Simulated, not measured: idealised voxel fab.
process module | voxel ribs on slabs
cross-section cut | 210 nm wide | cells 5 nm
A cross-section is a grid of square cells, given in bands from the top down. A band is one or more rows of cells.
Each band's line starts with the height of the band's top and of its bottom, in nm. Then come its materials from left to right, each with its width in nm. One material with "throughout" fills the band from edge to edge. "air" is empty space.
Height 0 is the level under which the wafer as received is all one material. The lowest band goes on downwards, as in "0 down".
A width such as "30 to 40" changes by the same amount from each row of cells to the next, from the band's top row to its bottom row.
"no change" after a step means that no cell of the cross-section changed.
closed voids: empty space of 8 cells or more with no open way to the top, each as width x height at its distance from the left edge, in nm
after a step's settings: what the simulator itself notes on the step
overlay nm, on a step with a mask: how far to the right of its planned place the mask lay; to the left if negative
plan
1 op RECEIVE | material Si
2 op DIRECTIONAL_DEP | material SiO2 | thk nm 25
3 op DIRECTIONAL_DEP | material SiN | thk nm 25
4 op DIRECTIONAL_DEP | material aC | thk nm 10
5 op PATTERN | tone cover | mask id RIB | material resist | width nm 15 | thk nm 25 | overlay nm 0
6 op DIRECTIONAL_ETCH | etch materials aC | depth nm 10
7 op STRIP | etch materials resist
8 op DIRECTIONAL_ETCH | etch materials SiN | depth nm 20
9 op STRIP | etch materials aC
10 op PATTERN | tone cover | mask id SLAB | material resist | width nm 45 | thk nm 15 | overlay nm 0
11 op DIRECTIONAL_ETCH | etch materials SiN | depth nm 5
12 op STRIP | etch materials resist
13 op FILL_DEP | material SiO2 | thk nm 20
14 op CMP | height nm 60
15 op DIRECTIONAL_DEP | material W | thk nm 10
16 op MASKED_ETCH | tone cover | mask id HEATER | width nm 25 | etch materials W | depth nm 10 | overlay nm 0
17 op CONFORMAL_DEP | material SiO2 | thk nm 5
as received, after step 1
  0 down: Si throughout
  closed voids: none
first wafer at the end, as planned
  75 to 70: air 85 | SiO2 35 | air 90
  70 to 65: air 85 | SiO2 5 | W 25 | SiO2 5 | air 90
  65 to 60: SiO2 90 | W 25 | SiO2 95
  60 to 50: SiO2 throughout
  50 to 30: SiO2 95 | SiN 15 | SiO2 100
  30 to 25: SiO2 80 | SiN 45 | SiO2 85
  25 to 0: SiO2 throughout
  0 down: Si throughout
  closed voids: none
second wafer at the end: like start, like plan, one mistake
  75 to 70: air 90 | SiO2 25 | air 95
  70 to 65: air 90 | SiO2 5 | W 15 | SiO2 5 | air 95
  65 to 60: SiO2 95 | W 15 | SiO2 100
  60 to 50: SiO2 throughout
  50 to 30: SiO2 95 | SiN 15 | SiO2 100
  30 to 25: SiO2 80 | SiN 45 | SiO2 85
  25 to 0: SiO2 throughout
  0 down: Si throughout
  closed voids: none
what went wrong: step 16 ran as: op MASKED_ETCH | tone cover | mask id HEATER | width nm 15 | etch materials W | depth nm 10 | overlay nm 0
at the end the second wafer has, in cells: 4 fewer of W
